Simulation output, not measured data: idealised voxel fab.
process module | voxel gate over fins
cross-section cut | 220 nm wide | cells 5 nm
A cross-section is a grid of square cells, given in bands from the top down. A band is one or more rows of cells.
Each band's line starts with the height of the band's top and of its bottom, in nm. Then come its materials from left to right, each with its width in nm. One material with "throughout" fills the band from edge to edge. "air" is empty space.
Height 0 is the level under which the wafer as received is all one material. The lowest band goes on downwards, as in "0 down".
A width such as "30 to 40" changes by the same amount from each row of cells to the next, from the band's top row to its bottom row.
"no change" after a step means that no cell of the cross-section changed.
closed voids: empty space of 8 cells or more with no open way to the top, each as width x height at its distance from the left edge, in nm
after a step's settings: what the simulator itself notes on the step
overlay nm, on a step with a mask: how far to the right of its planned place the mask lay; to the left if negative
plan
1 op RECEIVE | material Si
2 op CONFORMAL_DEP | material SiN | thk nm 10
3 op DIRECTIONAL_DEP | material aC | thk nm 15
4 op PATTERN | tone cover | mask id FINS | material resist | width nm 15 | pitch nm 45 | thk nm 30 | overlay nm 0
5 op DIRECTIONAL_ETCH | etch materials aC | depth nm 15
6 op STRIP | etch materials resist
7 op DIRECTIONAL_ETCH | etch materials SiN | depth nm 10
8 op DIRECTIONAL_ETCH | etch materials Si | depth nm 30
9 op STRIP | etch materials aC
10 op FILL_DEP | material SiO2 | thk nm 5
11 op CMP | height nm 10
12 op SELECTIVE_ETCH | etch materials SiO2 | depth nm 20
13 op STRIP | etch materials SiN
14 op CONFORMAL_DEP | material HfO2 | thk nm 5
15 op CONFORMAL_DEP | material TiN | thk nm 5
16 op FILL_DEP | material W | thk nm 10
17 op CMP | height nm 15
18 op CONFORMAL_DEP | material SiCN | thk nm 10
first wafer, as planned
as received, after step 1
  0 down: Si throughout
  closed voids: none
after step 2
  10 to 0: SiN throughout
  below 0: unchanged
after step 3
  25 to 10: aC throughout
  below 10: unchanged
after step 4
  55 to 25: air 55 | resist 15 | air 30 | resist 15 | air 30 | resist 15 | air 60
  below 25: unchanged
after step 5
  40 to 25: air 55 | resist 15 | air 30 | resist 15 | air 30 | resist 15 | air 60
  25 to 10: air 55 | aC 15 | air 30 | aC 15 | air 30 | aC 15 | air 60
  below 10: unchanged
after step 6
  25 to 10: air 55 | aC 15 | air 30 | aC 15 | air 30 | aC 15 | air 60
  below 10: unchanged
after step 7
  25 to 10: air 55 | aC 15 | air 30 | aC 15 | air 30 | aC 15 | air 60
  10 to 0: air 55 | SiN 15 | air 30 | SiN 15 | air 30 | SiN 15 | air 60
  below 0: unchanged
after step 8
  25 to 10: air 55 | aC 15 | air 30 | aC 15 | air 30 | aC 15 | air 60
  10 to 0: air 55 | SiN 15 | air 30 | SiN 15 | air 30 | SiN 15 | air 60
  0 to -30: air 55 | Si 15 | air 30 | Si 15 | air 30 | Si 15 | air 60
  below -30: unchanged
after step 9
  10 to 0: air 55 | SiN 15 | air 30 | SiN 15 | air 30 | SiN 15 | air 60
  below 0: unchanged
after step 10
  15 to 10: SiO2 throughout
  10 to 0: SiO2 55 | SiN 15 | SiO2 30 | SiN 15 | SiO2 30 | SiN 15 | SiO2 60
  0 to -30: SiO2 55 | Si 15 | SiO2 30 | Si 15 | SiO2 30 | Si 15 | SiO2 60
  below -30: unchanged
after step 11
  10 to 0: SiO2 55 | SiN 15 | SiO2 30 | SiN 15 | SiO2 30 | SiN 15 | SiO2 60
  below 0: unchanged
after step 12
  10 to 0: air 55 | SiN 15 | air 30 | SiN 15 | air 30 | SiN 15 | air 60
  0 to -10: air 55 | Si 15 | air 30 | Si 15 | air 30 | Si 15 | air 60
  below -10: unchanged
after step 13
  0 to -10: air 55 | Si 15 | air 30 | Si 15 | air 30 | Si 15 | air 60
  below -10: unchanged
after step 14
  5 to 0: air 50 | HfO2 25 | air 20 | HfO2 25 | air 20 | HfO2 25 | air 55
  0 to -5: air 50 | HfO2 5 | Si 15 | HfO2 5 | air 20 | HfO2 5 | Si 15 | HfO2 5 | air 20 | HfO2 5 | Si 15 | HfO2 5 | air 55
  -5 to -10: HfO2 55 | Si 15 | HfO2 30 | Si 15 | HfO2 30 | Si 15 | HfO2 60
  below -10: unchanged
after step 15
  10 to 5: air 45 | TiN 35 | air 10 | TiN 35 | air 10 | TiN 35 | air 50
  5 to 0: air 45 | TiN 5 | HfO2 25 | TiN 5 | air 10 | TiN 5 | HfO2 25 | TiN 5 | air 10 | TiN 5 | HfO2 25 | TiN 5 | air 50
  0 to -5: TiN 50 | HfO2 5 | Si 15 | HfO2 5 | TiN 20 | HfO2 5 | Si 15 | HfO2 5 | TiN 20 | HfO2 5 | Si 15 | HfO2 5 | TiN 55
  below -5: unchanged
after step 16
  20 to 10: W throughout
  10 to 5: W 45 | TiN 35 | W 10 | TiN 35 | W 10 | TiN 35 | W 50
  5 to 0: W 45 | TiN 5 | HfO2 25 | TiN 5 | W 10 | TiN 5 | HfO2 25 | TiN 5 | W 10 | TiN 5 | HfO2 25 | TiN 5 | W 50
  below 0: unchanged
after step 17
  15 to 10: W throughout
  below 10: unchanged
after step 18
  25 to 15: SiCN throughout
  below 15: unchanged
second wafer: like start, like plan, one mistake. Through step 17 it matches the first wafer
when step 18 should have ended
  30 to 15: SiCN throughout
  below 15: unchanged
what went wrong: step 18 ran as: op CONFORMAL_DEP | material SiCN | thk nm 15
at the end the second wafer has, in cells: 44 more of SiCN
